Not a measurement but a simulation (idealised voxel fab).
process module | voxel capacitor over wiring
cross-section cut | 255 nm wide | cells 5 nm
A cross-section is a grid of square cells, given in bands from the top down. A band is one or more rows of cells.
Each band's line starts with the height of the band's top and of its bottom, in nm. Then come its materials from left to right, each with its width in nm. One material with "throughout" fills the band from edge to edge. "air" is empty space.
Height 0 is the level under which the wafer as received is all one material. The lowest band goes on downwards, as in "0 down".
A width such as "30 to 40" changes by the same amount from each row of cells to the next, from the band's top row to its bottom row.
"no change" after a step means that no cell of the cross-section changed.
closed voids: empty space of 8 cells or more with no open way to the top, each as width x height at its distance from the left edge, in nm
after a step's settings: what the simulator itself notes on the step
overlay nm, on a step with a mask: how far to the right of its planned place the mask lay; to the left if negative
plan
1 op RECEIVE | material Si
2 op CONFORMAL_DEP | material SiO2 | thk nm 10
3 op DIRECTIONAL_DEP | material TiN | thk nm 5
4 op DIRECTIONAL_DEP | material W | thk nm 25
5 op MASKED_ETCH | tone cover | mask id METAL_1 | width nm 25 | pitch nm 80 | etch materials W | depth nm 25 | overlay nm 0
6 op MASKED_ETCH | tone cover | mask id METAL_1 | width nm 25 | pitch nm 80 | etch materials TiN | depth nm 5 | overlay nm 0
7 op CONFORMAL_DEP | material SiCN | thk nm 5
8 op FILL_DEP | material lowk | thk nm 10
9 op CMP | height nm 40
10 op CONFORMAL_DEP | material SiCN | thk nm 5
11 op DIRECTIONAL_DEP | material lowk | thk nm 15
12 op PATTERN | tone open | mask id PLUG_1 | material resist | width nm 15 | thk nm 20 | overlay nm 0
13 op DIRECTIONAL_ETCH | etch materials lowk | depth nm 15
14 op DIRECTIONAL_ETCH | etch materials SiCN | depth nm 5
15 op STRIP | etch materials resist
16 op CONFORMAL_DEP | material TiN | thk nm 5
17 op FILL_DEP | material Cu | thk nm 10
18 op CMP | height nm 60
19 op DIRECTIONAL_DEP | material TiN | thk nm 5
20 op DIRECTIONAL_DEP | material HfO2 | thk nm 5
21 op DIRECTIONAL_DEP | material TiN | thk nm 5
22 op MASKED_ETCH | tone cover | mask id UPPER_PLATE | width nm 60 | etch materials TiN | depth nm 5 | overlay nm 0
23 op MASKED_ETCH | tone cover | mask id UPPER_PLATE | width nm 60 | etch materials HfO2 | depth nm 5 | overlay nm 0
24 op MASKED_ETCH | tone cover | mask id LOWER_PLATE | width nm 70 | etch materials TiN | depth nm 5 | overlay nm 0
25 op FILL_DEP | material SiO2 | thk nm 15
26 op CMP | height nm 85
27 op MASKED_ETCH | tone open | mask id PLUG_2 | width nm 15 | etch materials SiO2 | depth nm 10 | overlay nm 0
28 op CONFORMAL_DEP | material TiN | thk nm 5
29 op FILL_DEP | material W | thk nm 10
30 op CMP | height nm 85
31 op CONFORMAL_DEP | material SiCN | thk nm 5
as received, after step 1
  0 down: Si throughout
  closed voids: none
a wafer at the end: this start, this plan, one mistake
  90 to 85: SiCN throughout
  85 to 80: SiO2 95 | TiN 5 | W 5 | TiN 5 | SiO2 145
  80 to 75: SiO2 95 | TiN 15 | SiO2 145
  75 to 70: SiO2 throughout
  70 to 65: SiO2 85 | TiN 60 | SiO2 110
  65 to 60: SiO2 85 | HfO2 60 | SiO2 110
  60 to 55: SiO2 80 | TiN 70 | SiO2 105
  55 to 45: lowk 85 | TiN 5 | Cu 5 | TiN 5 | lowk 155
  45 to 40: SiCN 85 | TiN 15 | SiCN 155
  40 to 15: lowk 70 | SiCN 5 | W 25 | SiCN 5 | lowk 45 | SiCN 5 | W 25 | SiCN 5 | lowk 70
  15 to 10: SiCN 75 | TiN 25 | SiCN 55 | TiN 25 | SiCN 75
  10 to 0: SiO2 throughout
  0 down: Si throughout
  closed voids: none
what went wrong: step 18 ran as: op CMP | height nm 55
